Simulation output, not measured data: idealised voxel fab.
The following process module bears the name voxel spacer lines.
Pictured: cross-section cut, 280 nm wide, on a grid of 5 nm square cells.
This document writes a cross-section as a grid whose cells are square, and gives it as bands, listed from the top down; one or more rows of cells form a band. For a band, the entry starts with two heights in nm, that of the top and then that of the bottom, and carries on with the band's materials in order from left to right, each alongside its width in nm; the word "full width" beside a single material means it fills the band edge to edge, and "empty" means empty space. Beneath 0, the wafer as received is one material, and that level is where height counting begins. The lowest band goes on downward without a bottom; it is written like "0 down". Quick explanation for "30->40": the width changes in equal steps down the rows of cells, from the first number in the band's top row to the second number in its bottom row. Reading "nothing got changed" for a step: not a cell of the cross-section changed in it. "Enclosed voids" means: voids of 8 cells or more that are shut off from the top with no open way through. Written width x height at distance, distance from the left edge, in nm. Text after the settings on a step's line: the simulator's own remark on that step. overlay nm: mask right of planned place by this much (step with mask). Neg. = left.

The steps planned for the process are as follows:
1 RECEIVE, material Si
2 CONFORMAL_DEP, material SiO2, thk nm 5
3 DIRECTIONAL_DEP, material TiN, thk nm 10
4 DIRECTIONAL_DEP, material polySi, thk nm 25
5 PATTERN, tone cover, mask id MANDREL, material resist, width nm 15, pitch nm 50, thk nm 30, overlay nm 0
6 DIRECTIONAL_ETCH, etch materials polySi, depth nm 25
7 STRIP, etch materials resist
8 CONFORMAL_DEP, material SiN, thk nm 10
9 DIRECTIONAL_ETCH, etch materials SiN, depth nm 10
10 STRIP, etch materials polySi
11 DIRECTIONAL_ETCH, etch materials TiN, depth nm 10
12 STRIP, etch materials SiN

First wafer out of two, processed as planned:

Wafer as received: cross-section following step 1:
  0 down: Si full width
  Enclosed voids: none

Step 2 complete: cross-section through the wafer:
  5 to 0: SiO2 full width
  Everything under 0 stays put, no change at all.

Step 3 complete: cross-section through the wafer:
  15 to 5: TiN full width
  Everything under 5 stays put, no change at all.

Step 4 complete: cross-section through the wafer:
  40 to 15: polySi full width
  Everything under 15 stays put, no change at all.

Step 5 complete: cross-section through the wafer:
  70 to 40: 80 nm empty, then 15 nm resist, then 35 nm empty, then 15 nm resist, then 35 nm empty, then 15 nm resist, then 85 nm empty
  Everything under 40 stays put, no change at all.

Step 6 complete: cross-section through the wafer:
  70 to 40: 80 nm empty, then 15 nm resist, then 35 nm empty, then 15 nm resist, then 35 nm empty, then 15 nm resist, then 85 nm empty
  40 to 15: 80 nm empty, then 15 nm polySi, then 35 nm empty, then 15 nm polySi, then 35 nm empty, then 15 nm polySi, then 85 nm empty
  Everything under 15 stays put, no change at all.

Step 7 complete: cross-section through the wafer:
  40 to 15: 80 nm empty, then 15 nm polySi, then 35 nm empty, then 15 nm polySi, then 35 nm empty, then 15 nm polySi, then 85 nm empty
  Everything under 15 stays put, no change at all.

Step 8 complete: cross-section through the wafer:
  50 to 40: 70 nm empty, then 35 nm SiN, then 15 nm empty, then 35 nm SiN, then 15 nm empty, then 35 nm SiN, then 75 nm empty
  40 to 25: 70 nm empty, then 10 nm SiN, then 15 nm polySi, then 10 nm SiN, then 15 nm empty, then 10 nm SiN, then 15 nm polySi, then 10 nm SiN, then 15 nm empty, then 10 nm SiN, then 15 nm polySi, then 10 nm SiN, then 75 nm empty
  25 to 15: 80 nm SiN, then 15 nm polySi, then 35 nm SiN, then 15 nm polySi, then 35 nm SiN, then 15 nm polySi, then 85 nm SiN
  Everything under 15 stays put, no change at all.

Step 9 complete: cross-section through the wafer:
  40 to 15: 70 nm empty, then 10 nm SiN, then 15 nm polySi, then 10 nm SiN, then 15 nm empty, then 10 nm SiN, then 15 nm polySi, then 10 nm SiN, then 15 nm empty, then 10 nm SiN, then 15 nm polySi, then 10 nm SiN, then 75 nm empty
  Everything under 15 stays put, no change at all.

Step 10 complete: cross-section through the wafer:
  40 to 15: 70 nm empty, then 10 nm SiN, then 15 nm empty, then 10 nm SiN, then 15 nm empty, then 10 nm SiN, then 15 nm empty, then 10 nm SiN, then 15 nm empty, then 10 nm SiN, then 15 nm empty, then 10 nm SiN, then 75 nm empty
  Everything under 15 stays put, no change at all.

Step 11 complete: cross-section through the wafer:
  40 to 15: 70 nm empty, then 10 nm SiN, then 15 nm empty, then 10 nm SiN, then 15 nm empty, then 10 nm SiN, then 15 nm empty, then 10 nm SiN, then 15 nm empty, then 10 nm SiN, then 15 nm empty, then 10 nm SiN, then 75 nm empty
  15 to 5: 70 nm empty, then 10 nm TiN, then 15 nm empty, then 10 nm TiN, then 15 nm empty, then 10 nm TiN, then 15 nm empty, then 10 nm TiN, then 15 nm empty, then 10 nm TiN, then 15 nm empty, then 10 nm TiN, then 75 nm empty
  Everything under 5 stays put, no change at all.

Step 12 complete: cross-section through the wafer:
  15 to 5: 70 nm empty, then 10 nm TiN, then 15 nm empty, then 10 nm TiN, then 15 nm empty, then 10 nm TiN, then 15 nm empty, then 10 nm TiN, then 15 nm empty, then 10 nm TiN, then 15 nm empty, then 10 nm TiN, then 75 nm empty
  Everything under 5 stays put, no change at all.

For the second wafer, take the first wafer's start and plan, then add one mistake made in running it; everything through step 4, that step included, is shared with the first:

Second wafer cross-section, taken as of the time the plan sets for step 5 to be done:
  70 to 40: 75 nm empty, then 25 nm resist, then 25 nm empty, then 25 nm resist, then 25 nm empty, then 25 nm resist, then 80 nm empty
  Everything under 40 stays put, no change at all.

Second wafer cross-section, taken as of the time the plan sets for step 6 to be done:
  70 to 40: 75 nm empty, then 25 nm resist, then 25 nm empty, then 25 nm resist, then 25 nm empty, then 25 nm resist, then 80 nm empty
  40 to 15: 75 nm empty, then 25 nm polySi, then 25 nm empty, then 25 nm polySi, then 25 nm empty, then 25 nm polySi, then 80 nm empty
  Everything under 15 stays put, no change at all.

Second wafer cross-section, taken as of the time the plan sets for step 7 to be done:
  40 to 15: 75 nm empty, then 25 nm polySi, then 25 nm empty, then 25 nm polySi, then 25 nm empty, then 25 nm polySi, then 80 nm empty
  Everything under 15 stays put, no change at all.

Second wafer cross-section, taken as of the time the plan sets for step 8 to be done:
  50 to 40: 65 nm empty, then 45 nm SiN, then 5 nm empty, then 45 nm SiN, then 5 nm empty, then 45 nm SiN, then 70 nm empty
  40 to 25: 65 nm empty, then 10 nm SiN, then 25 nm polySi, then 10 nm SiN, then 5 nm empty, then 10 nm SiN, then 25 nm polySi, then 10 nm SiN, then 5 nm empty, then 10 nm SiN, then 25 nm polySi, then 10 nm SiN, then 70 nm empty
  25 to 15: 75 nm SiN, then 25 nm polySi, then 25 nm SiN, then 25 nm polySi, then 25 nm SiN, then 25 nm polySi, then 80 nm SiN
  Everything under 15 stays put, no change at all.

Second wafer cross-section, taken as of the time the plan sets for step 9 to be done:
  40 to 15: 65 nm empty, then 10 nm SiN, then 25 nm polySi, then 10 nm SiN, then 5 nm empty, then 10 nm SiN, then 25 nm polySi, then 10 nm SiN, then 5 nm empty, then 10 nm SiN, then 25 nm polySi, then 10 nm SiN, then 70 nm empty
  Everything under 15 stays put, no change at all.

Second wafer cross-section, taken as of the time the plan sets for step 10 to be done:
  40 to 15: 65 nm empty, then 10 nm SiN, then 25 nm empty, then 10 nm SiN, then 5 nm empty, then 10 nm SiN, then 25 nm empty, then 10 nm SiN, then 5 nm empty, then 10 nm SiN, then 25 nm empty, then 10 nm SiN, then 70 nm empty
  Everything under 15 stays put, no change at all.

Second wafer cross-section, taken as of the time the plan sets for step 11 to be done:
  40 to 15: 65 nm empty, then 10 nm SiN, then 25 nm empty, then 10 nm SiN, then 5 nm empty, then 10 nm SiN, then 25 nm empty, then 10 nm SiN, then 5 nm empty, then 10 nm SiN, then 25 nm empty, then 10 nm SiN, then 70 nm empty
  15 to 5: 65 nm empty, then 10 nm TiN, then 25 nm empty, then 10 nm TiN, then 5 nm empty, then 10 nm TiN, then 25 nm empty, then 10 nm TiN, then 5 nm empty, then 10 nm TiN, then 25 nm empty, then 10 nm TiN, then 70 nm empty
  Everything under 5 stays put, no change at all.

Second wafer cross-section, taken as of the time the plan sets for step 12 to be done:
  15 to 5: 65 nm empty, then 10 nm TiN, then 25 nm empty, then 10 nm TiN, then 5 nm empty, then 10 nm TiN, then 25 nm empty, then 10 nm TiN, then 5 nm empty, then 10 nm TiN, then 25 nm empty, then 10 nm TiN, then 70 nm empty
  Everything under 5 stays put, no change at all.
Want to know what went wrong? step 5, actual vs plan mismatch, actual run PATTERN, tone cover, mask id MANDREL, material resist, width nm 25, pitch nm 50, thk nm 30, overlay nm 0
Upon completion, the cell count for each material on the second wafer equals that on the first, whereas the spatial distribution of those cells differs.
